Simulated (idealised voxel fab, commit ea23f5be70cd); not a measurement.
The name of this process module is voxel ribs on slabs.
Section cut is 220 nm wide and gridded with 5 nm square cells.
When this document writes out a cross-section, it uses a grid of square cells and lists it as bands, beginning at the top and moving down, with a band standing for one or more rows of cells.
Quick guide to a band line: top height, bottom height (nm) up front; then every material left to right with its width in nm. Only one material and it's marked "all across"? Then it fills the band edge to edge. And "air" just means empty space.
Heights are expressed relative to 0, this being the level below which the as-received wafer comprises one material exclusively. The lowest band is unbounded in the downward direction and is denoted as in "z 0 and below".
It should be noted that a width expressed as "30 to 40" varies in equal increments from row to row of cells within the band, taking the value of the first number at the top row and that of the second number at the bottom row.
Step note "identical to before" = no cross-section cell changed.
Entry "Internal closed voids". Content: empty spaces with no open connection to the top, size 8 cells or greater. Each: width x height at distance. Distance: from left edge. Unit: nm.
The remark found on a step's line after its settings is issued by the simulator itself and pertains to that step.
Regarding "overlay nm": on a step with a mask, it is the distance the mask lay to the right of its planned place; a negative value places it to the left.

### The following list gives the planned process steps
1) RECEIVE, material Si
2) DIRECTIONAL_DEP, material SiO2, thk nm 20
3) DIRECTIONAL_DEP, material polySi, thk nm 25
4) PATTERN, tone cover, mask id RIB, material resist, width nm 25, thk nm 20, overlay nm 0
5) DIRECTIONAL_ETCH, etch materials polySi, depth nm 5
6) STRIP, etch materials resist
7) MASKED_ETCH, tone cover, mask id SLAB, width nm 75, etch materials polySi, depth nm 20, overlay nm 0
8) FILL_DEP, material SiO2, thk nm 20
9) CMP, height nm 55
10) DIRECTIONAL_DEP, material W, thk nm 10
11) DIRECTIONAL_DEP, material aC, thk nm 10
12) PATTERN, tone cover, mask id HEATER, material resist, width nm 35, thk nm 30, overlay nm 0
13) DIRECTIONAL_ETCH, etch materials aC, depth nm 10
14) STRIP, etch materials resist
15) DIRECTIONAL_ETCH, etch materials W, depth nm 10
16) STRIP, etch materials aC
17) CONFORMAL_DEP, material SiN, thk nm 5

### As-received state of the wafer in cross-section, equivalent to post-step 1
    z 0 and below  Si all across
    Internal closed voids: none

### Cross-section: first of two wafers, module finished, run according to plan
    z 70 to 65  85 of air, 45 of SiN, 90 of air
    z 65 to 60  85 of air, 5 of SiN, 35 of W, 5 of SiN, 90 of air
    z 60 to 55  90 of SiN, 35 of W, 95 of SiN
    z 55 to 45  SiO2 all across
    z 45 to 40  95 of SiO2, 25 of polySi, 100 of SiO2
    z 40 to 20  70 of SiO2, 75 of polySi, 75 of SiO2
    z 20 to 0  SiO2 all across
    z 0 and below  Si all across
    Internal closed voids: none

### This is the second of the two wafers, cross-sectioned at the end of the module; it started exactly like the first and was given the same plan, but it was run with one mistake
    z 70 to 65  85 of air, 45 of SiN, 90 of air
    z 65 to 60  85 of air, 5 of SiN, 35 of W, 5 of SiN, 90 of air
    z 60 to 55  90 of SiN, 35 of W, 95 of SiN
    z 55 to 40  70 of SiO2, 75 of polySi, 75 of SiO2
    z 40 to 0  SiO2 all across
    z 0 and below  Si all across
    Internal closed voids: none
Here's what went sideways: step 2, plan: ran twice
Counted in cells at the end, the second wafer holds more or fewer of these materials than the first: SiO2 +20 | polySi -20
